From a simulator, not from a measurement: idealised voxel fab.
process module | voxel wiring stack
cross-section cut | 190 nm wide | cells 5 nm
A cross-section is a grid of square cells, given in bands from the top down. A band is one or more rows of cells.
Each band's line starts with the height of the band's top and of its bottom, in nm. Then come its materials from left to right, each with its width in nm. One material with "throughout" fills the band from edge to edge. "air" is empty space.
Height 0 is the level under which the wafer as received is all one material. The lowest band goes on downwards, as in "0 down".
A width such as "30 to 40" changes by the same amount from each row of cells to the next, from the band's top row to its bottom row.
"no change" after a step means that no cell of the cross-section changed.
closed voids: empty space of 8 cells or more with no open way to the top, each as width x height at its distance from the left edge, in nm
after a step's settings: what the simulator itself notes on the step
overlay nm, on a step with a mask: how far to the right of its planned place the mask lay; to the left if negative
plan
1 op RECEIVE | material Si
2 op CONFORMAL_DEP | material SiO2 | thk nm 15
3 op CONFORMAL_DEP | material SiCN | thk nm 5
4 op DIRECTIONAL_DEP | material lowk | thk nm 15
5 op DIRECTIONAL_DEP | material aC | thk nm 15
6 op PATTERN | tone open | mask id METAL_1 | material resist | width nm 20 | pitch nm 35 | thk nm 35 | overlay nm 0
7 op DIRECTIONAL_ETCH | etch materials aC | depth nm 15
8 op STRIP | etch materials resist
9 op DIRECTIONAL_ETCH | etch materials lowk | depth nm 15
10 op DIRECTIONAL_ETCH | etch materials SiCN | depth nm 5
11 op STRIP | etch materials aC
12 op CONFORMAL_DEP | material TiN | thk nm 5
13 op FILL_DEP | material W | thk nm 5
14 op CMP | height nm 35
15 op CONFORMAL_DEP | material SiCN | thk nm 5
16 op DIRECTIONAL_DEP | material lowk | thk nm 15
17 op PATTERN | tone open | mask id PLUG_1 | material resist | width nm 15 | pitch nm 35 | thk nm 15 | overlay nm 0
18 op DIRECTIONAL_ETCH | etch materials lowk | depth nm 15
19 op DIRECTIONAL_ETCH | etch materials SiCN | depth nm 5
20 op STRIP | etch materials resist
21 op EPI | material Ru | thk nm 10
22 op EPI | material Ru | thk nm 10
23 op DIRECTIONAL_DEP | material TiN | thk nm 5
24 op DIRECTIONAL_DEP | material Ru | thk nm 15
25 op MASKED_ETCH | tone cover | mask id METAL_2 | width nm 20 | pitch nm 35 | etch materials Ru | depth nm 15 | overlay nm 0
26 op MASKED_ETCH | tone cover | mask id METAL_2 | width nm 20 | pitch nm 35 | etch materials TiN | depth nm 5 | overlay nm 0
27 op CONFORMAL_DEP | material SiCN | thk nm 5
28 op FILL_DEP | material lowk | thk nm 5
29 op CMP | height nm 75
30 op CONFORMAL_DEP | material SiCN | thk nm 5
31 op DIRECTIONAL_DEP | material lowk | thk nm 30
32 op PATTERN | tone open | mask id METAL_3_HOLES | material resist | width nm 15 | pitch nm 35 | thk nm 15 | overlay nm 0
33 op DIRECTIONAL_ETCH | etch materials lowk | depth nm 30
34 op STRIP | etch materials resist
35 op DIRECTIONAL_DEP | material aC | thk nm 15
36 op PATTERN | tone open | mask id METAL_3 | material resist | width nm 20 | pitch nm 35 | thk nm 35 | overlay nm 0
37 op DIRECTIONAL_ETCH | etch materials aC | depth nm 15
38 op STRIP | etch materials resist
39 op DIRECTIONAL_ETCH | etch materials lowk | depth nm 15
40 op DIRECTIONAL_ETCH | etch materials SiCN | depth nm 5
41 op STRIP | etch materials aC
42 op CONFORMAL_DEP | material TiN | thk nm 5
43 op FILL_DEP | material Ru | thk nm 10
44 op CMP | height nm 110
45 op CONFORMAL_DEP | material SiCN | thk nm 5
as received, after step 1
  0 down: Si throughout
  closed voids: none
a wafer at the end: this start, this plan, one mistake
  115 to 110: SiCN throughout
  110 to 100: lowk 65 | TiN 5 | Ru 20 | TiN 5 | lowk 5 | TiN 5 | Ru 20 | TiN 5 | lowk 60
  100 to 95: lowk 65 | TiN 5 | Ru 5 | TiN 20 | lowk 5 | TiN 5 | Ru 5 | TiN 20 | lowk 60
  95 to 85: lowk 65 | TiN 5 | Ru 5 | TiN 5 | lowk 20 | TiN 5 | Ru 5 | TiN 5 | lowk 75
  85 to 80: lowk 65 | TiN 15 | lowk 20 | TiN 15 | lowk 75
  80 to 75: SiCN 75 | TiN 5 | SiCN 30 | TiN 5 | SiCN 75
  75 to 60: lowk 60 | SiCN 5 | Ru 20 | SiCN 5 | lowk 5 | SiCN 5 | Ru 20 | SiCN 5 | lowk 65
  60 to 55: SiCN 65 | TiN 20 | SiCN 15 | TiN 20 | SiCN 70
  55 to 40: lowk 65 | Ru 15 | lowk 20 | Ru 15 | lowk 75
  40 to 35: SiCN 65 | Ru 15 | SiCN 20 | Ru 15 | SiCN 75
  35 to 20: lowk 65 | TiN 5 | W 10 | TiN 5 | lowk 15 | TiN 5 | W 10 | TiN 5 | lowk 70
  20 to 15: SiCN 65 | TiN 20 | SiCN 15 | TiN 20 | SiCN 70
  15 to 0: SiO2 throughout
  0 down: Si throughout
  closed voids: none
what went wrong: step 36 ran as: op PATTERN | tone open | mask id METAL_3 | material resist | width nm 20 | pitch nm 35 | thk nm 35 | overlay nm 10
